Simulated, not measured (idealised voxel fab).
Documented hereafter: the process module known as voxel self aligned vias.
Square cells of 5 nm make up the cross-section cut, whose width is 220 nm.
In what follows, cross-sections appear as grids of square cells, described through bands that run from the top down, where every band is one or more rows of cells. Each band's line starts with the height of the band's top and of its bottom, in nm. Then come its materials from left to right, each with its width in nm. One material with "all across" fills the band from edge to edge. "air" is empty space. Height is counted from the level 0, under which the received wafer is composed throughout of one material. The lowest of the bands is not closed at the bottom but continues downward, in the notation "0 -> down". Per-row width for "30 to 40": begins at first number (top row of band), ends at second number (bottom row), increment between rows held constant. You'll sometimes find "nothing was modified" written for a step, and that's the way of saying that nowhere in the cross-section did a cell change during that step. Heads up: "Enclosed internal cavities" only lists the empty pockets with no open path to the top that are 8 cells or more, and it writes them as width x height at distance, distance from the left edge, in nm. Past the settings on a step's line: simulator remark, on that step. You can add "overlay nm" to a step's line. For a step with a mask, it describes how far the mask lay to the right of its planned position, and a negative number describes a lay to the left.
[The planned process steps are enumerated hereunder]
1,RECEIVE [material Si]
2,CONFORMAL_DEP [material SiO2] [thk nm 15]
3,CONFORMAL_DEP [material SiCN] [thk nm 5]
4,DIRECTIONAL_DEP [material SiO2] [thk nm 30]
5,PATTERN [tone open] [mask id LINES] [material resist] [width nm 20] [pitch nm 50] [thk nm 15] [overlay nm 0]
6,DIRECTIONAL_ETCH [etch materials SiO2] [depth nm 30]
7,STRIP [etch materials resist]
8,CONFORMAL_DEP [material TiN] [thk nm 5]
9,FILL_DEP [material Ru] [thk nm 5]
10,CMP [height nm 50]
11,SELECTIVE_ETCH [etch materials W Ru TiN] [depth nm 10]
12,FILL_DEP [material SiN] [thk nm 10]
13,CMP [height nm 50]
14,DIRECTIONAL_DEP [material SiO2] [thk nm 20]
15,DIRECTIONAL_DEP [material aC] [thk nm 10]
16,PATTERN [tone open] [mask id VIAS] [material resist] [width nm 30] [thk nm 30] [overlay nm 0]
17,DIRECTIONAL_ETCH [etch materials aC] [depth nm 10]
18,STRIP [etch materials resist]
19,DIRECTIONAL_ETCH [etch materials SiO2] [depth nm 10]
20,DIRECTIONAL_ETCH [etch materials SiN] [depth nm 10]
21,STRIP [etch materials aC]
22,CONFORMAL_DEP [material TiN] [thk nm 5]
23,FILL_DEP [material Ru] [thk nm 5]
24,CMP [height nm 70]
25,CONFORMAL_DEP [material SiCN] [thk nm 5]
The plan shows the depth nm of step 19 as the first wafer had it; this setting differs between the wafers, which start out alike.
[Cross-section of the first of several wafers as received (after step 1)]
- 0 -> down = Si all across
- Enclosed internal cavities: none
[Here is how to read the rows: every wafer has a row, and it shows the wafer at the end of the module, giving for each material how many cells were gained (+) or lost (-) since the wafer was received, then listing its closed voids]
depth nm 10 | +16 Ru | +88 SiCN | +16 SiN | +512 SiO2 | +28 TiN | Enclosed internal cavities: none
depth nm 15 | +20 Ru | +88 SiCN | +16 SiN | +506 SiO2 | +30 TiN | Enclosed internal cavities: none
depth nm 20 | +28 Ru | +88 SiCN | +8 SiN | +500 SiO2 | +36 TiN | Enclosed internal cavities: none
depth nm 25 | +30 Ru | +88 SiCN | +8 SiN | +498 SiO2 | +36 TiN | Enclosed internal cavities: none
depth nm 30 | +32 Ru | +88 SiCN | +8 SiN | +496 SiO2 | +36 TiN | Enclosed internal cavities: none
depth nm 35 | +32 Ru | +88 SiCN | +8 SiN | +494 SiO2 | +38 TiN | Enclosed internal cavities: none
